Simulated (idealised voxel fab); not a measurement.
This section sets out a process module, namely voxel gate over fins.
cross-section cut | 190 nm wide | cells 5 nm
Think of the cross-section as a grid of square cells. We describe it in bands, top to bottom, and each band covers one or more rows of those cells.
Quick guide to a band line: top height, bottom height (nm) up front; then every material left to right with its width in nm. Only one material and it's marked "full width"? Then it fills the band edge to edge. And "air" just means empty space.
It should be noted that heights are counted from 0, beneath which the wafer as supplied is of one material throughout, and that the lowest band possesses no lower boundary but continues downward, as written in "top 0, no bottom".
Width: "30..40" (first number = top row, second number = bottom row, same change from row to row of cells).
Step marked "nothing altered"? Then no cell in the cross-section changed in it.
"Sealed void list" means: voids of 8 cells or more that are shut off from the top with no open way through. Written width x height at distance, distance from the left edge, in nm.
On a step's line, text after the settings is the simulator commenting on that step.
Among the settings permitted on a step's line is "overlay nm"; applied to a step with a mask, it specifies the extent to which the mask lay to the right of its planned position, whereas a negative figure signifies a position to the left.

This section lists the process steps that were planned:
- 1: RECEIVE: material Si
- 2: CONFORMAL_DEP: material SiN, thk nm 10
- 3: DIRECTIONAL_DEP: material aC, thk nm 15
- 4: PATTERN: tone cover, mask id FINS, material resist, width nm 15, pitch nm 40, thk nm 30, overlay nm 0
- 5: DIRECTIONAL_ETCH: etch materials aC, depth nm 15
- 6: STRIP: etch materials resist
- 7: DIRECTIONAL_ETCH: etch materials SiN, depth nm 10
- 8: DIRECTIONAL_ETCH: etch materials Si, depth nm 30
- 9: STRIP: etch materials aC
- 10: FILL_DEP: material SiO2, thk nm 10
- 11: CMP: height nm 10
- 12: SELECTIVE_ETCH: etch materials SiO2, depth nm 25
- 13: STRIP: etch materials SiN
- 14: CONFORMAL_DEP: material HfO2, thk nm 5
- 15: CONFORMAL_DEP: material TiN, thk nm 5
- 16: CONFORMAL_DEP: material TiAl, thk nm 5
- 17: CONFORMAL_DEP: material TiN, thk nm 5
- 18: FILL_DEP: material W, thk nm 10
- 19: CMP: height nm 25
- 20: CONFORMAL_DEP: material SiCN, thk nm 5

Cross-section of the wafer as it came to us, i.e., already through step 1:
> top 0, no bottom  Si full width
> Sealed void list: none

End-of-module XS, first of two wafers, run as planned:
> top 30, bottom 25  SiCN full width
> top 25, bottom 20  W full width
> top 20, bottom 15  W=25  TiN=135  W=30
> top 15, bottom 10  W=25  TiN=5  TiAl=125  TiN=5  W=30
> top 10, bottom 5  W=25  TiN=5  TiAl=5  TiN=35  TiAl=5  TiN=35  TiAl=5  TiN=35  TiAl=5  TiN=5  W=30
> top 5, bottom 0  TiN=30  TiAl=5  TiN=5  HfO2=25  TiN=5  TiAl=5  TiN=5  HfO2=25  TiN=5  TiAl=5  TiN=5  HfO2=25  TiN=5  TiAl=5  TiN=35
> top 0, bottom -5  TiAl=35  TiN=5  HfO2=5  Si=15  HfO2=5  TiN=5  TiAl=5  TiN=5  HfO2=5  Si=15  HfO2=5  TiN=5  TiAl=5  TiN=5  HfO2=5  Si=15  HfO2=5  TiN=5  TiAl=40
> top -5, bottom -10  TiN=40  HfO2=5  Si=15  HfO2=5  TiN=15  HfO2=5  Si=15  HfO2=5  TiN=15  HfO2=5  Si=15  HfO2=5  TiN=45
> top -10, bottom -15  HfO2=45  Si=15  HfO2=25  Si=15  HfO2=25  Si=15  HfO2=50
> top -15, bottom -30  SiO2=45  Si=15  SiO2=25  Si=15  SiO2=25  Si=15  SiO2=50
> top -30, no bottom  Si full width
> Sealed void list: none

Wafer two cross-section, module end. Start and plan unchanged from wafer one; one mistake made during the run:
> top 30, bottom 25  SiCN full width
> top 25, bottom 20  W full width
> top 20, bottom 10  W=25  TiN=135  W=30
> top 10, bottom 5  W=25  TiN=10  TiAl=35  TiN=5  TiAl=35  TiN=5  TiAl=35  TiN=10  W=30
> top 5, bottom 0  TiN=35  TiAl=5  HfO2=25  TiAl=5  TiN=5  TiAl=5  HfO2=25  TiAl=5  TiN=5  TiAl=5  HfO2=25  TiAl=5  TiN=40
> top 0, bottom -5  TiN=35  TiAl=5  HfO2=5  Si=15  HfO2=5  TiAl=5  TiN=5  TiAl=5  HfO2=5  Si=15  HfO2=5  TiAl=5  TiN=5  TiAl=5  HfO2=5  Si=15  HfO2=5  TiAl=5  TiN=40
> top -5, bottom -10  TiAl=40  HfO2=5  Si=15  HfO2=5  TiAl=15  HfO2=5  Si=15  HfO2=5  TiAl=15  HfO2=5  Si=15  HfO2=5  TiAl=45
> top -10, bottom -15  HfO2=45  Si=15  HfO2=25  Si=15  HfO2=25  Si=15  HfO2=50
> top -15, bottom -30  SiO2=45  Si=15  SiO2=25  Si=15  SiO2=25  Si=15  SiO2=50
> top -30, no bottom  Si full width
> Sealed void list: none
Against the plan, the run slipped here: ran 15 and 16 in swapped order versus the plan
The closing comparison, in cells, has the second wafer with more or fewer of some materials than the first: TiAl +6; TiN -6
